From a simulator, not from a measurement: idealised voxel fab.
You're looking at the process module voxel gate over fins.
Square cell edge 5 nm, section width 255 nm, ID cut.
Cross-sections here: square-cell grids, written as top-down lists of bands, a band being one or more rows of cells.
Read a band's entry like this: the first values are the height of its top and the height of its bottom in nm, and what follows is the sequence of materials from left to right, each with its width in nm. Note that "blank" is empty space, and that a single material marked "everywhere" reaches across the band from edge to edge.
A quick word on heights: they are counted from 0, and under that level the wafer as it came to us is one material throughout. The lowest band is different from the rest in having no bottom; it simply continues downward, written as in "0 and below".
So if you see something like "30..40" for the width, read it as the top row of the band sitting at the first number and the bottom row at the second, with every row in between moving by the same amount as the last.
It should be understood that the words "everything unchanged", when stated for a given step, signify that the cross-section underwent no change in any of its cells during that step.
Entry "Closed void entries". Content: empty spaces with no open connection to the top, size 8 cells or greater. Each: width x height at distance. Distance: from left edge. Unit: nm.
Text after the settings on a step's line: the simulator's own remark on that step.
The "overlay nm" setting may appear on a step's line; for a step that uses a mask, it gives how far to the right of its planned position the mask lay, and a negative value indicates the left.
Quick note on how to read the rest: it's all pairs. You get the cross-section before a process step and the one after, but the after one only goes down as far as the lowest band that changed. The step in between, with its settings, sits under the pair. Heads up, the pairs can come from different runs of this module on the same starting wafer, so don't assume a pair picks up from the one above unless its "Pre-step geometry" entry says it does.

Pre-step geometry:
5 down to 0 = blank (100), then HfO2 (25), then blank (20), then HfO2 (25), then blank (85)
0 down to -5 = blank (100), then HfO2 (5), then Si (15), then HfO2 (5), then blank (20), then HfO2 (5), then Si (15), then HfO2 (5), then blank (85)
-5 down to -10 = HfO2 (105), then Si (15), then HfO2 (30), then Si (15), then HfO2 (90)
-10 down to -40 = SiO2 (105), then Si (15), then SiO2 (30), then Si (15), then SiO2 (90)
-40 and below = Si everywhere
Closed void entries: none

State After Step:
10 down to 5 = blank (95), then TiN (35), then blank (10), then TiN (35), then blank (80)
5 down to 0 = blank (95), then TiN (5), then HfO2 (25), then TiN (5), then blank (10), then TiN (5), then HfO2 (25), then TiN (5), then blank (80)
0 down to -5 = TiN (100), then HfO2 (5), then Si (15), then HfO2 (5), then TiN (20), then HfO2 (5), then Si (15), then HfO2 (5), then TiN (85)
Everything under -5 stays put, no change at all.
Closed void entries: none
Transition step, before and after shown above: CONFORMAL_DEP, material TiN, thk nm 5

Pre-step geometry: the pre-step structure is the one depicted after the step in the pair just above.

State After Step:
15 down to 10 = blank (90), then TiAl (90), then blank (75)
10 down to 5 = blank (90), then TiAl (5), then TiN (35), then TiAl (10), then TiN (35), then TiAl (5), then blank (75)
5 down to 0 = TiAl (95), then TiN (5), then HfO2 (25), then TiN (5), then TiAl (10), then TiN (5), then HfO2 (25), then TiN (5), then TiAl (80)
Everything under 0 stays put, no change at all.
Closed void entries: none
Transition step, before and after shown above: CONFORMAL_DEP, material TiAl, thk nm 5

Pre-step geometry: the pre-step structure is the one depicted after the step in the pair just above.

State After Step:
20 down to 15 = blank (85), then TiN (100), then blank (70)
15 down to 10 = blank (85), then TiN (5), then TiAl (90), then TiN (5), then blank (70)
10 down to 5 = TiN (90), then TiAl (5), then TiN (35), then TiAl (10), then TiN (35), then TiAl (5), then TiN (75)
Everything under 5 stays put, no change at all.
Closed void entries: none
Transition step, before and after shown above: CONFORMAL_DEP, material TiN, thk nm 5

Pre-step geometry: the pre-step structure is the one depicted after the step in the pair just above.

State After Step:
30 down to 20 = W everywhere
20 down to 15 = W (85), then TiN (100), then W (70)
15 down to 10 = W (85), then TiN (5), then TiAl (90), then TiN (5), then W (70)
Everything under 10 stays put, no change at all.
Closed void entries: none
Transition step, before and after shown above: FILL_DEP, material W, thk nm 10

Pre-step geometry: the pre-step structure is the one depicted after the step in the pair just above.

State After Step:
25 down to 20 = W everywhere
Everything under 20 stays put, no change at all.
Closed void entries: none
Transition step, before and after shown above: CMP, height nm 25

Pre-step geometry: the pre-step structure is the one depicted after the step in the pair just above.

State After Step:
35 down to 25 = SiCN everywhere
Everything under 25 stays put, no change at all.
Closed void entries: none
Transition step, before and after shown above: CONFORMAL_DEP, material SiCN, thk nm 10

Pre-step geometry:
20 down to 15 = blank (75), then TiN (100), then blank (80)
15 down to 10 = blank (75), then TiN (5), then TiAl (90), then TiN (5), then blank (80)
10 down to 5 = TiN (80), then TiAl (5), then TiN (35), then TiAl (10), then TiN (35), then TiAl (5), then TiN (85)
5 down to 0 = TiAl (85), then TiN (5), then HfO2 (25), then TiN (5), then TiAl (10), then TiN (5), then HfO2 (25), then TiN (5), then TiAl (90)
0 down to -5 = TiN (90), then HfO2 (5), then Si (15), then HfO2 (5), then TiN (20), then HfO2 (5), then Si (15), then HfO2 (5), then TiN (95)
-5 down to -10 = HfO2 (95), then Si (15), then HfO2 (30), then Si (15), then HfO2 (100)
-10 down to -40 = SiO2 (95), then Si (15), then SiO2 (30), then Si (15), then SiO2 (100)
-40 and below = Si everywhere
Closed void entries: none

State After Step:
30 down to 20 = TiAl everywhere
20 down to 15 = TiAl (75), then TiN (100), then TiAl (80)
15 down to 10 = TiAl (75), then TiN (5), then TiAl (90), then TiN (5), then TiAl (80)
Everything under 10 stays put, no change at all.
Closed void entries: none
Transition step, before and after shown above: FILL_DEP, material TiAl, thk nm 10

Pre-step geometry: the pre-step structure is the one depicted after the step in the pair just above.

State After Step:
25 down to 20 = TiAl everywhere
Everything under 20 stays put, no change at all.
Closed void entries: none
Transition step, before and after shown above: CMP, height nm 25

Pre-step geometry: the pre-step structure is the one depicted after the step in the pair just above.

State After Step:
35 down to 25 = SiCN everywhere
Everything under 25 stays put, no change at all.
Closed void entries: none
Transition step, before and after shown above: CONFORMAL_DEP, material SiCN, thk nm 10

Pre-step geometry:
20 down to 5 = aC everywhere
5 down to 0 = SiN everywhere
0 and below = Si everywhere
Closed void entries: none

State After Step:
55 down to 20 = resist (95), then blank (15), then resist (30), then blank (15), then resist (100)
Everything under 20 stays put, no change at all.
Closed void entries: none
Transition step, before and after shown above: PATTERN, tone open, mask id FINS, material resist, width nm 15, pitch nm 45, thk nm 35, overlay nm 0

Pre-step geometry: the pre-step structure is the one depicted after the step in the pair just above.

State After Step:
40 down to 20 = resist (95), then blank (15), then resist (30), then blank (15), then resist (100)
20 down to 5 = aC (95), then blank (15), then aC (30), then blank (15), then aC (100)
Everything under 5 stays put, no change at all.
Closed void entries: none
Transition step, before and after shown above: DIRECTIONAL_ETCH, etch materials aC, depth nm 15

Pre-step geometry: the pre-step structure is the one depicted after the step in the pair just above.

State After Step:
20 down to 5 = aC (95), then blank (15), then aC (30), then blank (15), then aC (100)
Everything under 5 stays put, no change at all.
Closed void entries: none
Transition step, before and after shown above: STRIP, etch materials resist

Pre-step geometry: the pre-step structure is the one depicted after the step in the pair just above.

State After Step:
20 down to 5 = aC (95), then blank (15), then aC (30), then blank (15), then aC (100)
5 down to 0 = SiN (95), then blank (15), then SiN (30), then blank (15), then SiN (100)
Everything under 0 stays put, no change at all.
Closed void entries: none
Transition step, before and after shown above: DIRECTIONAL_ETCH, etch materials SiN, depth nm 5

Pre-step geometry: the pre-step structure is the one depicted after the step in the pair just above.

State After Step:
20 down to 5 = aC (95), then blank (15), then aC (30), then blank (15), then aC (100)
5 down to 0 = SiN (95), then blank (15), then SiN (30), then blank (15), then SiN (100)
0 down to -40 = Si (95), then blank (15), then Si (30), then blank (15), then Si (100)
Everything under -40 stays put, no change at all.
Closed void entries: none
Transition step, before and after shown above: DIRECTIONAL_ETCH, etch materials Si, depth nm 40

Pre-step geometry: the pre-step structure is the one depicted after the step in the pair just above.

State After Step:
5 down to 0 = SiN (95), then blank (15), then SiN (30), then blank (15), then SiN (100)
Everything under 0 stays put, no change at all.
Closed void entries: none
Transition step, before and after shown above: STRIP, etch materials aC

Pre-step geometry: the pre-step structure is the one depicted after the step in the pair just above.

State After Step:
15 down to 5 = SiO2 everywhere
5 down to 0 = SiN (95), then SiO2 (15), then SiN (30), then SiO2 (15), then SiN (100)
0 down to -40 = Si (95), then SiO2 (15), then Si (30), then SiO2 (15), then Si (100)
Everything under -40 stays put, no change at all.
Closed void entries: none
Transition step, before and after shown above: FILL_DEP, material SiO2, thk nm 10

Pre-step geometry: the pre-step structure is the one depicted after the step in the pair just above.

State After Step:
5 down to 0 = SiN (95), then SiO2 (15), then SiN (30), then SiO2 (15), then SiN (100)
Everything under 0 stays put, no change at all.
Closed void entries: none
Transition step, before and after shown above: CMP, height nm 5

Pre-step geometry: the pre-step structure is the one depicted after the step in the pair just above.

State After Step:
5 down to 0 = SiN (95), then blank (15), then SiN (30), then blank (15), then SiN (100)
0 down to -10 = Si (95), then blank (15), then Si (30), then blank (15), then Si (100)
Everything under -10 stays put, no change at all.
Closed void entries: none
Transition step, before and after shown above: SELECTIVE_ETCH, etch materials SiO2, depth nm 15

Pre-step geometry: the pre-step structure is the one depicted after the step in the pair just above.

State After Step:
0 down to -10 = Si (95), then blank (15), then Si (30), then blank (15), then Si (100)
Everything under -10 stays put, no change at all.
Closed void entries: none
Transition step, before and after shown above: STRIP, etch materials SiN

Pre-step geometry: the pre-step structure is the one depicted after the step in the pair just above.

State After Step:
5 down to 0 = HfO2 (100), then blank (5), then HfO2 (40), then blank (5), then HfO2 (105)
0 down to -5 = Si (95), then HfO2 (5), then blank (5), then HfO2 (5), then Si (30), then HfO2 (5), then blank (5), then HfO2 (5), then Si (100)
-5 down to -10 = Si (95), then HfO2 (15), then Si (30), then HfO2 (15), then Si (100)
Everything under -10 stays put, no change at all.
Closed void entries: none
Transition step, before and after shown above: CONFORMAL_DEP, material HfO2, thk nm 5

Pre-step geometry: the pre-step structure is the one depicted after the step in the pair just above.

State After Step:
10 down to 5 = TiN everywhere
5 down to 0 = HfO2 (100), then TiN (5), then HfO2 (40), then TiN (5), then HfO2 (105)
0 down to -5 = Si (95), then HfO2 (5), then TiN (5), then HfO2 (5), then Si (30), then HfO2 (5), then TiN (5), then HfO2 (5), then Si (100)
Everything under -5 stays put, no change at all.
Closed void entries: none
Transition step, before and after shown above: CONFORMAL_DEP, material TiN, thk nm 5

Pre-step geometry: the pre-step structure is the one depicted after the step in the pair just above.

State After Step:
15 down to 10 = TiAl everywhere
Everything under 10 stays put, no change at all.
Closed void entries: none
Transition step, before and after shown above: CONFORMAL_DEP, material TiAl, thk nm 5

Pre-step geometry: the pre-step structure is the one depicted after the step in the pair just above.

State After Step:
20 down to 15 = TiN everywhere
Everything under 15 stays put, no change at all.
Closed void entries: none
Transition step, before and after shown above: CONFORMAL_DEP, material TiN, thk nm 5

Pre-step geometry: the pre-step structure is the one depicted after the step in the pair just above.

State After Step:
30 down to 20 = W everywhere
Everything under 20 stays put, no change at all.
Closed void entries: none
Transition step, before and after shown above: FILL_DEP, material W, thk nm 10

Pre-step geometry: the pre-step structure is the one depicted after the step in the pair just above.

State After Step:
25 down to 20 = W everywhere
Everything under 20 stays put, no change at all.
Closed void entries: none
Transition step, before and after shown above: CMP, height nm 25

Pre-step geometry: the pre-step structure is the one depicted after the step in the pair just above.

State After Step:
35 down to 25 = SiCN everywhere
Everything under 25 stays put, no change at all.
Closed void entries: none
Transition step, before and after shown above: CONFORMAL_DEP, material SiCN, thk nm 10
